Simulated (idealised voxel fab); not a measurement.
process module | voxel wiring stack
cross-section cut | 220 nm wide | cells 5 nm
A cross-section is a grid of square cells, given in bands from the top down. A band is one or more rows of cells.
Each band's line starts with the height of the band's top and of its bottom, in nm. Then come its materials from left to right, each with its width in nm. One material with "throughout" fills the band from edge to edge. "air" is empty space.
Height 0 is the level under which the wafer as received is all one material. The lowest band goes on downwards, as in "0 down".
A width such as "30 to 40" changes by the same amount from each row of cells to the next, from the band's top row to its bottom row.
"no change" after a step means that no cell of the cross-section changed.
closed voids: empty space of 8 cells or more with no open way to the top, each as width x height at its distance from the left edge, in nm
after a step's settings: what the simulator itself notes on the step
overlay nm, on a step with a mask: how far to the right of its planned place the mask lay; to the left if negative
Each pair below shows a cross-section before one step and the cross-section after it, down to the lowest band that changed. The line under each pair gives the step between them, with its settings. The pairs can come from different runs of this module on the same starting wafer, so a pair continues from the pair above only where its "before" says so.
before
  85 to 75: aC 25 | air 30 | aC 15 | air 30 | aC 15 | air 30 | aC 15 | air 30 | aC 30
  75 to 55: SiO2 25 | air 30 | SiO2 15 | air 30 | SiO2 15 | air 30 | SiO2 15 | air 30 | SiO2 30
  55 to 45: SiO2 throughout
  45 to 40: SiCN throughout
  40 to 35: Ru throughout
  35 to 30: TiN 30 | Cu 20 | TiN 25 | Cu 20 | TiN 25 | Cu 20 | TiN 25 | Cu 20 | TiN 35
  30 to 20: SiO2 25 | TiN 5 | Cu 20 | TiN 5 | SiO2 15 | TiN 5 | Cu 20 | TiN 5 | SiO2 15 | TiN 5 | Cu 20 | TiN 5 | SiO2 15 | TiN 5 | Cu 20 | TiN 5 | SiO2 30
  20 to 15: SiO2 25 | TiN 30 | SiO2 15 | TiN 30 | SiO2 15 | TiN 30 | SiO2 15 | TiN 30 | SiO2 30
  15 to 0: SiO2 throughout
  0 down: Si throughout
  closed voids: none
after
  75 to 55: SiO2 25 | air 30 | SiO2 15 | air 30 | SiO2 15 | air 30 | SiO2 15 | air 30 | SiO2 30
  below 55: unchanged
  closed voids: none
the step between: op STRIP | etch materials aC
before: the cross-section after the pair above
after
  85 to 75: aC 25 | air 30 | aC 15 | air 30 | aC 15 | air 30 | aC 15 | air 30 | aC 30
  75 to 65: SiO2 25 | air 30 | SiO2 15 | air 30 | SiO2 15 | air 30 | SiO2 15 | air 30 | SiO2 30
  65 to 55: SiO2 25 | aC 30 | SiO2 15 | aC 30 | SiO2 15 | aC 30 | SiO2 15 | aC 30 | SiO2 30
  below 55: unchanged
  closed voids: none
the step between: op DIRECTIONAL_DEP | material aC | thk nm 10
before: the cross-section after the pair above
after
  115 to 85: resist 25 | air 15 | resist 30 | air 15 | resist 30 | air 15 | resist 30 | air 15 | resist 45
  85 to 75: aC 25 | air 15 | resist 15 | aC 15 | air 15 | resist 15 | aC 15 | air 15 | resist 15 | aC 15 | air 15 | resist 15 | aC 30
  75 to 65: SiO2 25 | air 15 | resist 15 | SiO2 15 | air 15 | resist 15 | SiO2 15 | air 15 | resist 15 | SiO2 15 | air 15 | resist 15 | SiO2 30
  below 65: unchanged
  closed voids: none
the step between: op PATTERN | tone open | mask id METAL_2_HOLES | material resist | width nm 15 | pitch nm 45 | thk nm 30 | overlay nm 0
before: the cross-section after the pair above
after
  105 to 85: resist 25 | air 15 | resist 30 | air 15 | resist 30 | air 15 | resist 30 | air 15 | resist 45
  85 to 75: aC 25 | air 15 | resist 15 | aC 15 | air 15 | resist 15 | aC 15 | air 15 | resist 15 | aC 15 | air 15 | resist 15 | aC 30
  75 to 65: SiO2 25 | air 15 | resist 15 | SiO2 15 | air 15 | resist 15 | SiO2 15 | air 15 | resist 15 | SiO2 15 | air 15 | resist 15 | SiO2 30
  65 to 55: SiO2 25 | air 15 | aC 15 | SiO2 15 | air 15 | aC 15 | SiO2 15 | air 15 | aC 15 | SiO2 15 | air 15 | aC 15 | SiO2 30
  below 55: unchanged
  closed voids: none
the step between: op DIRECTIONAL_ETCH | etch materials aC | depth nm 10
before: the cross-section after the pair above
after
  85 to 75: aC 25 | air 30 | aC 15 | air 30 | aC 15 | air 30 | aC 15 | air 30 | aC 30
  75 to 65: SiO2 25 | air 30 | SiO2 15 | air 30 | SiO2 15 | air 30 | SiO2 15 | air 30 | SiO2 30
  below 65: unchanged
  closed voids: none
the step between: op STRIP | etch materials resist
before: the cross-section after the pair above
after
  85 to 75: aC 25 | air 30 | aC 15 | air 30 | aC 15 | air 30 | aC 15 | air 30 | aC 30
  75 to 65: SiO2 25 | air 30 | SiO2 15 | air 30 | SiO2 15 | air 30 | SiO2 15 | air 30 | SiO2 30
  65 to 55: SiO2 25 | air 15 | aC 15 | SiO2 15 | air 15 | aC 15 | SiO2 15 | air 15 | aC 15 | SiO2 15 | air 15 | aC 15 | SiO2 30
  55 to 45: SiO2 25 | air 15 | SiO2 30 | air 15 | SiO2 30 | air 15 | SiO2 30 | air 15 | SiO2 45
  below 45: unchanged
  closed voids: none
the step between: op DIRECTIONAL_ETCH | etch materials SiO2 | depth nm 10
before: the cross-section after the pair above
after
  85 to 75: aC 25 | air 30 | aC 15 | air 30 | aC 15 | air 30 | aC 15 | air 30 | aC 30
  75 to 65: SiO2 25 | air 30 | SiO2 15 | air 30 | SiO2 15 | air 30 | SiO2 15 | air 30 | SiO2 30
  65 to 55: SiO2 25 | air 15 | aC 15 | SiO2 15 | air 15 | aC 15 | SiO2 15 | air 15 | aC 15 | SiO2 15 | air 15 | aC 15 | SiO2 30
  55 to 45: SiO2 25 | air 15 | SiO2 30 | air 15 | SiO2 30 | air 15 | SiO2 30 | air 15 | SiO2 45
  45 to 40: SiCN 25 | air 15 | SiCN 30 | air 15 | SiCN 30 | air 15 | SiCN 30 | air 15 | SiCN 45
  below 40: unchanged
  closed voids: none
the step between: op DIRECTIONAL_ETCH | etch materials SiCN | depth nm 5
before: the cross-section after the pair above
after
  75 to 55: SiO2 25 | air 30 | SiO2 15 | air 30 | SiO2 15 | air 30 | SiO2 15 | air 30 | SiO2 30
  below 55: unchanged
  closed voids: none
the step between: op STRIP | etch materials aC
before: the cross-section after the pair above
after
  80 to 75: TiN 30 | air 20 | TiN 25 | air 20 | TiN 25 | air 20 | TiN 25 | air 20 | TiN 35
  75 to 60: SiO2 25 | TiN 5 | air 20 | TiN 5 | SiO2 15 | TiN 5 | air 20 | TiN 5 | SiO2 15 | TiN 5 | air 20 | TiN 5 | SiO2 15 | TiN 5 | air 20 | TiN 5 | SiO2 30
  60 to 55: SiO2 25 | TiN 5 | air 5 | TiN 20 | SiO2 15 | TiN 5 | air 5 | TiN 20 | SiO2 15 | TiN 5 | air 5 | TiN 20 | SiO2 15 | TiN 5 | air 5 | TiN 20 | SiO2 30
  55 to 45: SiO2 25 | TiN 5 | air 5 | TiN 5 | SiO2 30 | TiN 5 | air 5 | TiN 5 | SiO2 30 | TiN 5 | air 5 | TiN 5 | SiO2 30 | TiN 5 | air 5 | TiN 5 | SiO2 45
  45 to 40: SiCN 25 | TiN 15 | SiCN 30 | TiN 15 | SiCN 30 | TiN 15 | SiCN 30 | TiN 15 | SiCN 45
  below 40: unchanged
  closed voids: none
the step between: op CONFORMAL_DEP | material TiN | thk nm 5
before: the cross-section after the pair above
after
  85 to 80: Cu throughout
  80 to 75: TiN 30 | Cu 20 | TiN 25 | Cu 20 | TiN 25 | Cu 20 | TiN 25 | Cu 20 | TiN 35
  75 to 60: SiO2 25 | TiN 5 | Cu 20 | TiN 5 | SiO2 15 | TiN 5 | Cu 20 | TiN 5 | SiO2 15 | TiN 5 | Cu 20 | TiN 5 | SiO2 15 | TiN 5 | Cu 20 | TiN 5 | SiO2 30
  60 to 55: SiO2 25 | TiN 5 | Cu 5 | TiN 20 | SiO2 15 | TiN 5 | Cu 5 | TiN 20 | SiO2 15 | TiN 5 | Cu 5 | TiN 20 | SiO2 15 | TiN 5 | Cu 5 | TiN 20 | SiO2 30
  55 to 45: SiO2 25 | TiN 5 | Cu 5 | TiN 5 | SiO2 30 | TiN 5 | Cu 5 | TiN 5 | SiO2 30 | TiN 5 | Cu 5 | TiN 5 | SiO2 30 | TiN 5 | Cu 5 | TiN 5 | SiO2 45
  below 45: unchanged
  closed voids: none
the step between: op FILL_DEP | material Cu | thk nm 5
before: the cross-section after the pair above
after
  75 to 60: SiO2 25 | TiN 5 | Cu 20 | TiN 5 | SiO2 15 | TiN 5 | Cu 20 | TiN 5 | SiO2 15 | TiN 5 | Cu 20 | TiN 5 | SiO2 15 | TiN 5 | Cu 20 | TiN 5 | SiO2 30
  below 60: unchanged
  closed voids: none
the step between: op CMP | height nm 75
before: the cross-section after the pair above
after
  80 to 75: SiCN throughout
  below 75: unchanged
  closed voids: none
the step between: op CONFORMAL_DEP | material SiCN | thk nm 5
before: the cross-section after the pair above
after
  110 to 80: lowk throughout
  below 80: unchanged
  closed voids: none
the step between: op DIRECTIONAL_DEP | material lowk | thk nm 30
before: the cross-section after the pair above
after
  120 to 110: aC throughout
  below 110: unchanged
  closed voids: none
the step between: op DIRECTIONAL_DEP | material aC | thk nm 10
before: the cross-section after the pair above
after
  145 to 120: resist 25 | air 15 | resist 75 | air 15 | resist 90
  below 120: unchanged
  closed voids: none
the step between: op PATTERN | tone open | mask id METAL_3_HOLES | material resist | width nm 15 | pitch nm 90 | thk nm 25 | overlay nm 0
before: the cross-section after the pair above
after
  135 to 120: resist 25 | air 15 | resist 75 | air 15 | resist 90
  120 to 110: aC 25 | air 15 | aC 75 | air 15 | aC 90
  below 110: unchanged
  closed voids: none
the step between: op DIRECTIONAL_ETCH | etch materials aC | depth nm 10
before: the cross-section after the pair above
after
  120 to 110: aC 25 | air 15 | aC 75 | air 15 | aC 90
  below 110: unchanged
  closed voids: none
the step between: op STRIP | etch materials resist
before: the cross-section after the pair above
after
  120 to 110: aC 25 | air 15 | aC 75 | air 15 | aC 90
  110 to 80: lowk 25 | air 15 | lowk 75 | air 15 | lowk 90
  below 80: unchanged
  closed voids: none
the step between: op DIRECTIONAL_ETCH | etch materials lowk | depth nm 30
before: the cross-section after the pair above
after
  110 to 80: lowk 25 | air 15 | lowk 75 | air 15 | lowk 90
  below 80: unchanged
  closed voids: none
the step between: op STRIP | etch materials aC
before: the cross-section after the pair above
after
  130 to 110: resist 25 | air 30 | resist 15 | air 30 | resist 15 | air 30 | resist 15 | air 30 | resist 30
  below 110: unchanged
  closed voids: none
the step between: op PATTERN | tone open | mask id METAL_3 | material resist | width nm 30 | pitch nm 45 | thk nm 20 | overlay nm 0
before: the cross-section after the pair above
after
  130 to 110: resist 25 | air 30 | resist 15 | air 30 | resist 15 | air 30 | resist 15 | air 30 | resist 30
  110 to 90: lowk 25 | air 30 | lowk 15 | air 30 | lowk 15 | air 30 | lowk 15 | air 30 | lowk 30
  below 90: unchanged
  closed voids: none
the step between: op DIRECTIONAL_ETCH | etch materials lowk | depth nm 20
before: the cross-section after the pair above
after
  130 to 110: resist 25 | air 30 | resist 15 | air 30 | resist 15 | air 30 | resist 15 | air 30 | resist 30
  110 to 90: lowk 25 | air 30 | lowk 15 | air 30 | lowk 15 | air 30 | lowk 15 | air 30 | lowk 30
  90 to 80: lowk 25 | air 15 | lowk 75 | air 15 | lowk 90
  80 to 75: SiCN 25 | air 15 | SiCN 75 | air 15 | SiCN 90
  below 75: unchanged
  closed voids: none
the step between: op DIRECTIONAL_ETCH | etch materials SiCN | depth nm 5
before: the cross-section after the pair above
after
  110 to 90: lowk 25 | air 30 | lowk 15 | air 30 | lowk 15 | air 30 | lowk 15 | air 30 | lowk 30
  below 90: unchanged
  closed voids: none
the step between: op STRIP | etch materials resist
before: the cross-section after the pair above
after
  115 to 110: TiN 30 | air 20 | TiN 25 | air 20 | TiN 25 | air 20 | TiN 25 | air 20 | TiN 35
  110 to 95: lowk 25 | TiN 5 | air 20 | TiN 5 | lowk 15 | TiN 5 | air 20 | TiN 5 | lowk 15 | TiN 5 | air 20 | TiN 5 | lowk 15 | TiN 5 | air 20 | TiN 5 | lowk 30
  95 to 90: lowk 25 | TiN 5 | air 5 | TiN 20 | lowk 15 | TiN 30 | lowk 15 | TiN 5 | air 5 | TiN 20 | lowk 15 | TiN 30 | lowk 30
  90 to 80: lowk 25 | TiN 5 | air 5 | TiN 5 | lowk 75 | TiN 5 | air 5 | TiN 5 | lowk 90
  80 to 75: SiCN 25 | TiN 15 | SiCN 75 | TiN 15 | SiCN 90
  below 75: unchanged
  closed voids: none
the step between: op CONFORMAL_DEP | material TiN | thk nm 5
before: the cross-section after the pair above
after
  120 to 115: Ru throughout
  115 to 110: TiN 30 | Ru 20 | TiN 25 | Ru 20 | TiN 25 | Ru 20 | TiN 25 | Ru 20 | TiN 35
  110 to 95: lowk 25 | TiN 5 | Ru 20 | TiN 5 | lowk 15 | TiN 5 | Ru 20 | TiN 5 | lowk 15 | TiN 5 | Ru 20 | TiN 5 | lowk 15 | TiN 5 | Ru 20 | TiN 5 | lowk 30
  95 to 90: lowk 25 | TiN 5 | Ru 5 | TiN 20 | lowk 15 | TiN 30 | lowk 15 | TiN 5 | Ru 5 | TiN 20 | lowk 15 | TiN 30 | lowk 30
  90 to 80: lowk 25 | TiN 5 | Ru 5 | TiN 5 | lowk 75 | TiN 5 | Ru 5 | TiN 5 | lowk 90
  below 80: unchanged
  closed voids: none
the step between: op FILL_DEP | material Ru | thk nm 5
before: the cross-section after the pair above
after
  110 to 95: lowk 25 | TiN 5 | Ru 20 | TiN 5 | lowk 15 | TiN 5 | Ru 20 | TiN 5 | lowk 15 | TiN 5 | Ru 20 | TiN 5 | lowk 15 | TiN 5 | Ru 20 | TiN 5 | lowk 30
  below 95: unchanged
  closed voids: none
the step between: op CMP | height nm 110
before: the cross-section after the pair above
after
  115 to 110: SiCN throughout
  below 110: unchanged
  closed voids: none
the step between: op CONFORMAL_DEP | material SiCN | thk nm 5
before: the cross-section after the pair above
after
  130 to 115: lowk throughout
  below 115: unchanged
  closed voids: none
the step between: op DIRECTIONAL_DEP | material lowk | thk nm 15
before: the cross-section after the pair above
after
  145 to 130: aC throughout
  below 130: unchanged
  closed voids: none
the step between: op DIRECTIONAL_DEP | material aC | thk nm 15
before: the cross-section after the pair above
after
  175 to 145: resist 25 | air 15 | resist 30 | air 15 | resist 30 | air 15 | resist 30 | air 15 | resist 45
  below 145: unchanged
  closed voids: none
the step between: op PATTERN | tone open | mask id PLUG_3 | material resist | width nm 15 | pitch nm 45 | thk nm 30 | overlay nm 0
before: the cross-section after the pair above
after
  160 to 145: resist 25 | air 15 | resist 30 | air 15 | resist 30 | air 15 | resist 30 | air 15 | resist 45
  145 to 130: aC 25 | air 15 | aC 30 | air 15 | aC 30 | air 15 | aC 30 | air 15 | aC 45
  below 130: unchanged
  closed voids: none
the step between: op DIRECTIONAL_ETCH | etch materials aC | depth nm 15
before: the cross-section after the pair above
after
  145 to 130: aC 25 | air 15 | aC 30 | air 15 | aC 30 | air 15 | aC 30 | air 15 | aC 45
  below 130: unchanged
  closed voids: none
the step between: op STRIP | etch materials resist
before: the cross-section after the pair above
after
  145 to 130: aC 25 | air 15 | aC 30 | air 15 | aC 30 | air 15 | aC 30 | air 15 | aC 45
  130 to 115: lowk 25 | air 15 | lowk 30 | air 15 | lowk 30 | air 15 | lowk 30 | air 15 | lowk 45
  below 115: unchanged
  closed voids: none
the step between: op DIRECTIONAL_ETCH | etch materials lowk | depth nm 15
before: the cross-section after the pair above
after
  145 to 130: aC 25 | air 15 | aC 30 | air 15 | aC 30 | air 15 | aC 30 | air 15 | aC 45
  130 to 115: lowk 25 | air 15 | lowk 30 | air 15 | lowk 30 | air 15 | lowk 30 | air 15 | lowk 45
  115 to 110: SiCN 25 | air 15 | SiCN 30 | air 15 | SiCN 30 | air 15 | SiCN 30 | air 15 | SiCN 45
  below 110: unchanged
  closed voids: none
the step between: op DIRECTIONAL_ETCH | etch materials SiCN | depth nm 5
before: the cross-section after the pair above
after
  130 to 115: lowk 25 | air 15 | lowk 30 | air 15 | lowk 30 | air 15 | lowk 30 | air 15 | lowk 45
  below 115: unchanged
  closed voids: none
the step between: op STRIP | etch materials aC
before: the cross-section after the pair above
after
  135 to 130: TiN 30 | air 5 | TiN 40 | air 5 | TiN 40 | air 5 | TiN 40 | air 5 | TiN 50
  130 to 115: lowk 25 | TiN 5 | air 5 | TiN 5 | lowk 30 | TiN 5 | air 5 | TiN 5 | lowk 30 | TiN 5 | air 5 | TiN 5 | lowk 30 | TiN 5 | air 5 | TiN 5 | lowk 45
  115 to 110: SiCN 25 | TiN 15 | SiCN 30 | TiN 15 | SiCN 30 | TiN 15 | SiCN 30 | TiN 15 | SiCN 45
  below 110: unchanged
  closed voids: none
the step between: op CONFORMAL_DEP | material TiN | thk nm 5
before: the cross-section after the pair above
after
  140 to 135: W throughout
  135 to 130: TiN 30 | W 5 | TiN 40 | W 5 | TiN 40 | W 5 | TiN 40 | W 5 | TiN 50
  130 to 115: lowk 25 | TiN 5 | W 5 | TiN 5 | lowk 30 | TiN 5 | W 5 | TiN 5 | lowk 30 | TiN 5 | W 5 | TiN 5 | lowk 30 | TiN 5 | W 5 | TiN 5 | lowk 45
  below 115: unchanged
  closed voids: none
the step between: op FILL_DEP | material W | thk nm 5
before: the cross-section after the pair above
after
  130 to 115: lowk 25 | TiN 5 | W 5 | TiN 5 | lowk 30 | TiN 5 | W 5 | TiN 5 | lowk 30 | TiN 5 | W 5 | TiN 5 | lowk 30 | TiN 5 | W 5 | TiN 5 | lowk 45
  below 115: unchanged
  closed voids: none
the step between: op CMP | height nm 130
before: the cross-section after the pair above
after
  135 to 130: TiN throughout
  below 130: unchanged
  closed voids: none
the step between: op DIRECTIONAL_DEP | material TiN | thk nm 5
before: the cross-section after the pair above
after
  160 to 135: W throughout
  below 135: unchanged
  closed voids: none
the step between: op DIRECTIONAL_DEP | material W | thk nm 25
before: the cross-section after the pair above
after
  175 to 160: air 25 | resist 30 | air 15 | resist 30 | air 15 | resist 30 | air 15 | resist 30 | air 30
  below 160: unchanged
  closed voids: none
the step between: op PATTERN | tone cover | mask id METAL_4 | material resist | width nm 30 | pitch nm 45 | thk nm 15 | overlay nm 0
before: the cross-section after the pair above
after
  175 to 160: air 25 | resist 30 | air 15 | resist 30 | air 15 | resist 30 | air 15 | resist 30 | air 30
  160 to 135: air 25 | W 30 | air 15 | W 30 | air 15 | W 30 | air 15 | W 30 | air 30
  below 135: unchanged
  closed voids: none
the step between: op DIRECTIONAL_ETCH | etch materials W | depth nm 25
before: the cross-section after the pair above
after
  175 to 160: air 25 | resist 30 | air 15 | resist 30 | air 15 | resist 30 | air 15 | resist 30 | air 30
  160 to 135: air 25 | W 30 | air 15 | W 30 | air 15 | W 30 | air 15 | W 30 | air 30
  135 to 130: air 25 | TiN 30 | air 15 | TiN 30 | air 15 | TiN 30 | air 15 | TiN 30 | air 30
  below 130: unchanged
  closed voids: none
the step between: op DIRECTIONAL_ETCH | etch materials TiN | depth nm 5
before: the cross-section after the pair above
after
  160 to 135: air 25 | W 30 | air 15 | W 30 | air 15 | W 30 | air 15 | W 30 | air 30
  below 135: unchanged
  closed voids: none
the step between: op STRIP | etch materials resist
before: the cross-section after the pair above
after
  170 to 160: SiO2 throughout
  160 to 135: SiO2 25 | W 30 | SiO2 15 | W 30 | SiO2 15 | W 30 | SiO2 15 | W 30 | SiO2 30
  135 to 130: SiO2 25 | TiN 30 | SiO2 15 | TiN 30 | SiO2 15 | TiN 30 | SiO2 15 | TiN 30 | SiO2 30
  below 130: unchanged
  closed voids: none
the step between: op FILL_DEP | material SiO2 | thk nm 10
before: the cross-section after the pair above
after
  160 to 135: SiO2 25 | W 30 | SiO2 15 | W 30 | SiO2 15 | W 30 | SiO2 15 | W 30 | SiO2 30
  below 135: unchanged
  closed voids: none
the step between: op CMP | height nm 160
before: the cross-section after the pair above
after
  165 to 160: SiN throughout
  below 160: unchanged
  closed voids: none
the step between: op CONFORMAL_DEP | material SiN | thk nm 5
before
  110 to 80: lowk throughout
  80 to 75: SiCN throughout
  75 to 60: SiO2 25 | TiN 5 | Cu 20 | TiN 5 | SiO2 15 | TiN 5 | Cu 20 | TiN 5 | SiO2 15 | TiN 5 | Cu 20 | TiN 5 | SiO2 15 | TiN 5 | Cu 20 | TiN 5 | SiO2 30
  60 to 55: SiO2 25 | TiN 5 | Cu 5 | TiN 20 | SiO2 15 | TiN 5 | Cu 5 | TiN 20 | SiO2 15 | TiN 5 | Cu 5 | TiN 20 | SiO2 15 | TiN 5 | Cu 5 | TiN 20 | SiO2 30
  55 to 45: SiO2 25 | TiN 5 | Cu 5 | TiN 5 | SiO2 30 | TiN 5 | Cu 5 | TiN 5 | SiO2 30 | TiN 5 | Cu 5 | TiN 5 | SiO2 30 | TiN 5 | Cu 5 | TiN 5 | SiO2 45
  45 to 40: SiCN 25 | TiN 15 | SiCN 30 | TiN 15 | SiCN 30 | TiN 15 | SiCN 30 | TiN 15 | SiCN 45
  40 to 35: SiCN 20 | Ru 40 | SiCN 5 | Ru 40 | SiCN 5 | Ru 40 | SiCN 5 | Ru 40 | SiCN 25
  35 to 20: SiO2 25 | TiN 5 | Cu 20 | TiN 5 | SiO2 15 | TiN 5 | Cu 20 | TiN 5 | SiO2 15 | TiN 5 | Cu 20 | TiN 5 | SiO2 15 | TiN 5 | Cu 20 | TiN 5 | SiO2 30
  20 to 15: SiN 25 | TiN 30 | SiN 15 | TiN 30 | SiN 15 | TiN 30 | SiN 15 | TiN 30 | SiN 30
  15 to 0: SiO2 throughout
  0 down: Si throughout
  closed voids: none
after
  140 to 80: lowk throughout
  below 80: unchanged
  closed voids: none
the step between: op DIRECTIONAL_DEP | material lowk | thk nm 30
before: the cross-section after the pair above
after
  150 to 140: aC throughout
  below 140: unchanged
  closed voids: none
the step between: op DIRECTIONAL_DEP | material aC | thk nm 10
before: the cross-section after the pair above
after
  175 to 150: resist 25 | air 15 | resist 75 | air 15 | resist 90
  below 150: unchanged
  closed voids: none
the step between: op PATTERN | tone open | mask id METAL_3_HOLES | material resist | width nm 15 | pitch nm 90 | thk nm 25 | overlay nm 0
before: the cross-section after the pair above
after
  165 to 150: resist 25 | air 15 | resist 75 | air 15 | resist 90
  150 to 140: aC 25 | air 15 | aC 75 | air 15 | aC 90
  below 140: unchanged
  closed voids: none
the step between: op DIRECTIONAL_ETCH | etch materials aC | depth nm 10
before: the cross-section after the pair above
after
  150 to 140: aC 25 | air 15 | aC 75 | air 15 | aC 90
  below 140: unchanged
  closed voids: none
the step between: op STRIP | etch materials resist
before: the cross-section after the pair above
after
  150 to 140: aC 25 | air 15 | aC 75 | air 15 | aC 90
  140 to 110: lowk 25 | air 15 | lowk 75 | air 15 | lowk 90
  below 110: unchanged
  closed voids: none
the step between: op DIRECTIONAL_ETCH | etch materials lowk | depth nm 30
before: the cross-section after the pair above
after
  140 to 110: lowk 25 | air 15 | lowk 75 | air 15 | lowk 90
  below 110: unchanged
  closed voids: none
the step between: op STRIP | etch materials aC
before: the cross-section after the pair above
after
  160 to 140: resist 25 | air 30 | resist 15 | air 30 | resist 15 | air 30 | resist 15 | air 30 | resist 30
  below 140: unchanged
  closed voids: none
the step between: op PATTERN | tone open | mask id METAL_3 | material resist | width nm 30 | pitch nm 45 | thk nm 20 | overlay nm 0
before: the cross-section after the pair above
after
  160 to 140: resist 25 | air 30 | resist 15 | air 30 | resist 15 | air 30 | resist 15 | air 30 | resist 30
  140 to 120: lowk 25 | air 30 | lowk 15 | air 30 | lowk 15 | air 30 | lowk 15 | air 30 | lowk 30
  120 to 90: lowk 25 | air 15 | lowk 75 | air 15 | lowk 90
  below 90: unchanged
  closed voids: none
the step between: op DIRECTIONAL_ETCH | etch materials lowk | depth nm 20
before: the cross-section after the pair above
after
  140 to 120: lowk 25 | air 30 | lowk 15 | air 30 | lowk 15 | air 30 | lowk 15 | air 30 | lowk 30
  below 120: unchanged
  closed voids: none
the step between: op STRIP | etch materials resist
before: the cross-section after the pair above
after
  145 to 140: TiN 30 | air 20 | TiN 25 | air 20 | TiN 25 | air 20 | TiN 25 | air 20 | TiN 35
  140 to 125: lowk 25 | TiN 5 | air 20 | TiN 5 | lowk 15 | TiN 5 | air 20 | TiN 5 | lowk 15 | TiN 5 | air 20 | TiN 5 | lowk 15 | TiN 5 | air 20 | TiN 5 | lowk 30
  125 to 120: lowk 25 | TiN 5 | air 5 | TiN 20 | lowk 15 | TiN 30 | lowk 15 | TiN 5 | air 5 | TiN 20 | lowk 15 | TiN 30 | lowk 30
  120 to 95: lowk 25 | TiN 5 | air 5 | TiN 5 | lowk 75 | TiN 5 | air 5 | TiN 5 | lowk 90
  95 to 90: lowk 25 | TiN 15 | lowk 75 | TiN 15 | lowk 90
  below 90: unchanged
  closed voids: none
the step between: op CONFORMAL_DEP | material TiN | thk nm 5
before: the cross-section after the pair above
after
  150 to 145: Ru throughout
  145 to 140: TiN 30 | Ru 20 | TiN 25 | Ru 20 | TiN 25 | Ru 20 | TiN 25 | Ru 20 | TiN 35
  140 to 125: lowk 25 | TiN 5 | Ru 20 | TiN 5 | lowk 15 | TiN 5 | Ru 20 | TiN 5 | lowk 15 | TiN 5 | Ru 20 | TiN 5 | lowk 15 | TiN 5 | Ru 20 | TiN 5 | lowk 30
  125 to 120: lowk 25 | TiN 5 | Ru 5 | TiN 20 | lowk 15 | TiN 30 | lowk 15 | TiN 5 | Ru 5 | TiN 20 | lowk 15 | TiN 30 | lowk 30
  120 to 95: lowk 25 | TiN 5 | Ru 5 | TiN 5 | lowk 75 | TiN 5 | Ru 5 | TiN 5 | lowk 90
  below 95: unchanged
  closed voids: none
the step between: op FILL_DEP | material Ru | thk nm 5
before: the cross-section after the pair above
after
  110 to 95: lowk 25 | TiN 5 | Ru 5 | TiN 5 | lowk 75 | TiN 5 | Ru 5 | TiN 5 | lowk 90
  below 95: unchanged
  closed voids: none
the step between: op CMP | height nm 110
before: the cross-section after the pair above
after
  115 to 110: SiCN throughout
  below 110: unchanged
  closed voids: none
the step between: op CONFORMAL_DEP | material SiCN | thk nm 5
before: the cross-section after the pair above
after
  130 to 115: lowk throughout
  below 115: unchanged
  closed voids: none
the step between: op DIRECTIONAL_DEP | material lowk | thk nm 15
before: the cross-section after the pair above
after
  145 to 130: aC throughout
  below 130: unchanged
  closed voids: none
the step between: op DIRECTIONAL_DEP | material aC | thk nm 15
before: the cross-section after the pair above
after
  175 to 145: resist 25 | air 15 | resist 30 | air 15 | resist 30 | air 15 | resist 30 | air 15 | resist 45
  below 145: unchanged
  closed voids: none
the step between: op PATTERN | tone open | mask id PLUG_3 | material resist | width nm 15 | pitch nm 45 | thk nm 30 | overlay nm 0
before: the cross-section after the pair above
after
  160 to 145: resist 25 | air 15 | resist 30 | air 15 | resist 30 | air 15 | resist 30 | air 15 | resist 45
  145 to 130: aC 25 | air 15 | aC 30 | air 15 | aC 30 | air 15 | aC 30 | air 15 | aC 45
  below 130: unchanged
  closed voids: none
the step between: op DIRECTIONAL_ETCH | etch materials aC | depth nm 15
before: the cross-section after the pair above
after
  145 to 130: aC 25 | air 15 | aC 30 | air 15 | aC 30 | air 15 | aC 30 | air 15 | aC 45
  below 130: unchanged
  closed voids: none
the step between: op STRIP | etch materials resist
before: the cross-section after the pair above
after
  145 to 130: aC 25 | air 15 | aC 30 | air 15 | aC 30 | air 15 | aC 30 | air 15 | aC 45
  130 to 115: lowk 25 | air 15 | lowk 30 | air 15 | lowk 30 | air 15 | lowk 30 | air 15 | lowk 45
  below 115: unchanged
  closed voids: none
the step between: op DIRECTIONAL_ETCH | etch materials lowk | depth nm 15
before: the cross-section after the pair above
after
  145 to 130: aC 25 | air 15 | aC 30 | air 15 | aC 30 | air 15 | aC 30 | air 15 | aC 45
  130 to 115: lowk 25 | air 15 | lowk 30 | air 15 | lowk 30 | air 15 | lowk 30 | air 15 | lowk 45
  115 to 110: SiCN 25 | air 15 | SiCN 30 | air 15 | SiCN 30 | air 15 | SiCN 30 | air 15 | SiCN 45
  below 110: unchanged
  closed voids: none
the step between: op DIRECTIONAL_ETCH | etch materials SiCN | depth nm 5
before: the cross-section after the pair above
after
  130 to 115: lowk 25 | air 15 | lowk 30 | air 15 | lowk 30 | air 15 | lowk 30 | air 15 | lowk 45
  below 115: unchanged
  closed voids: none
the step between: op STRIP | etch materials aC
before: the cross-section after the pair above
after
  135 to 130: TiN 30 | air 5 | TiN 40 | air 5 | TiN 40 | air 5 | TiN 40 | air 5 | TiN 50
  130 to 115: lowk 25 | TiN 5 | air 5 | TiN 5 | lowk 30 | TiN 5 | air 5 | TiN 5 | lowk 30 | TiN 5 | air 5 | TiN 5 | lowk 30 | TiN 5 | air 5 | TiN 5 | lowk 45
  115 to 110: SiCN 25 | TiN 15 | SiCN 30 | TiN 15 | SiCN 30 | TiN 15 | SiCN 30 | TiN 15 | SiCN 45
  below 110: unchanged
  closed voids: none
the step between: op CONFORMAL_DEP | material TiN | thk nm 5
before: the cross-section after the pair above
after
  140 to 135: W throughout
  135 to 130: TiN 30 | W 5 | TiN 40 | W 5 | TiN 40 | W 5 | TiN 40 | W 5 | TiN 50
  130 to 115: lowk 25 | TiN 5 | W 5 | TiN 5 | lowk 30 | TiN 5 | W 5 | TiN 5 | lowk 30 | TiN 5 | W 5 | TiN 5 | lowk 30 | TiN 5 | W 5 | TiN 5 | lowk 45
  below 115: unchanged
  closed voids: none
the step between: op FILL_DEP | material W | thk nm 5
before: the cross-section after the pair above
after
  130 to 115: lowk 25 | TiN 5 | W 5 | TiN 5 | lowk 30 | TiN 5 | W 5 | TiN 5 | lowk 30 | TiN 5 | W 5 | TiN 5 | lowk 30 | TiN 5 | W 5 | TiN 5 | lowk 45
  below 115: unchanged
  closed voids: none
the step between: op CMP | height nm 130
before: the cross-section after the pair above
after
  135 to 130: TiN throughout
  below 130: unchanged
  closed voids: none
the step between: op DIRECTIONAL_DEP | material TiN | thk nm 5
before: the cross-section after the pair above
after
  160 to 135: W throughout
  below 135: unchanged
  closed voids: none
the step between: op DIRECTIONAL_DEP | material W | thk nm 25
before: the cross-section after the pair above
after
  175 to 160: air 25 | resist 30 | air 15 | resist 30 | air 15 | resist 30 | air 15 | resist 30 | air 30
  below 160: unchanged
  closed voids: none
the step between: op PATTERN | tone cover | mask id METAL_4 | material resist | width nm 30 | pitch nm 45 | thk nm 15 | overlay nm 0
